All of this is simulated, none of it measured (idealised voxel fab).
Name of the process module below: voxel trench capacitor
For reference, the cross-section in this document is cut, with width 240 nm and square cells of 5 nm.
Reading order for cross-sections: top band down to bottom band. Underlying form: a grid of square cells. Band size: one or more rows of cells. What a band's entry tells you: where the top is and where the bottom is, as heights in nm, and after that what lies inside, material by material from left to right, each with its width in nm. Empty space is written as the word "empty", and a single material marked with the word "edge to edge" occupies the band from edge to edge. Basically, 0 is our baseline, since under it the wafer straight out of the box is all one material. The bottom band has no lower end and keeps on going down, so it looks like "z 0 and below". Width spec "30->40" -> top row of cells at first value, bottom row at second value, equal per-row change in between. Step note "remained the same" = no cross-section cell changed. Any empty space of 8 cells or more lacking an open way to the top shows up in "Completely enclosed voids" as width x height at distance, distance from the left edge, in nm. The remark found on a step's line after its settings is issued by the simulator itself and pertains to that step. The optional step-line setting "overlay nm" applies to steps with a mask and quantifies how far to the right of its planned location the mask lay, a negative value indicating leftward placement.
## Steps planned for the process
- 1: RECEIVE, material Si
- 2: CONFORMAL_DEP, material SiN, thk nm 10
- 3: PATTERN, tone open, mask id TRENCH, material resist, width nm 25, pitch nm 50, thk nm 15, overlay nm 0
- 4: DIRECTIONAL_ETCH, etch materials SiN, depth nm 10
- 5: DIRECTIONAL_ETCH, etch materials Si, depth nm 40
- 6: STRIP, etch materials resist
- 7: CONFORMAL_DEP, material HfO2, thk nm 5
- 8: CONFORMAL_DEP, material TiN, thk nm 5
- 9: FILL_DEP, material W, thk nm 5
- 10: CMP, height nm 10
## Wafer cross-section on receipt, i.e. after step 1
  z 0 and below: Si edge to edge
  Completely enclosed voids: none
## Module complete, cross-section. Starting point and plan per above. One mistake made in running the module
  z 10 to 0: 45 W | 5 TiN | 5 HfO2 | 25 SiN | 5 HfO2 | 5 TiN | 5 W | 5 TiN | 5 HfO2 | 25 SiN | 5 HfO2 | 5 TiN | 5 W | 5 TiN | 5 HfO2 | 25 SiN | 5 HfO2 | 5 TiN | 50 W
  z 0 to -30: 45 W | 5 TiN | 5 HfO2 | 25 Si | 5 HfO2 | 5 TiN | 5 W | 5 TiN | 5 HfO2 | 25 Si | 5 HfO2 | 5 TiN | 5 W | 5 TiN | 5 HfO2 | 25 Si | 5 HfO2 | 5 TiN | 50 W
  z -30 to -35: 50 TiN | 5 HfO2 | 25 Si | 5 HfO2 | 15 TiN | 5 HfO2 | 25 Si | 5 HfO2 | 15 TiN | 5 HfO2 | 25 Si | 5 HfO2 | 55 TiN
  z -35 to -40: 55 HfO2 | 25 Si | 25 HfO2 | 25 Si | 25 HfO2 | 25 Si | 60 HfO2
  z -40 and below: Si edge to edge
  Completely enclosed voids: none
Finding, execution versus plan: step 3 did not use the planned setting and instead ran as PATTERN, tone cover, mask id TRENCH, material resist, width nm 25, pitch nm 50, thk nm 15, overlay nm 0
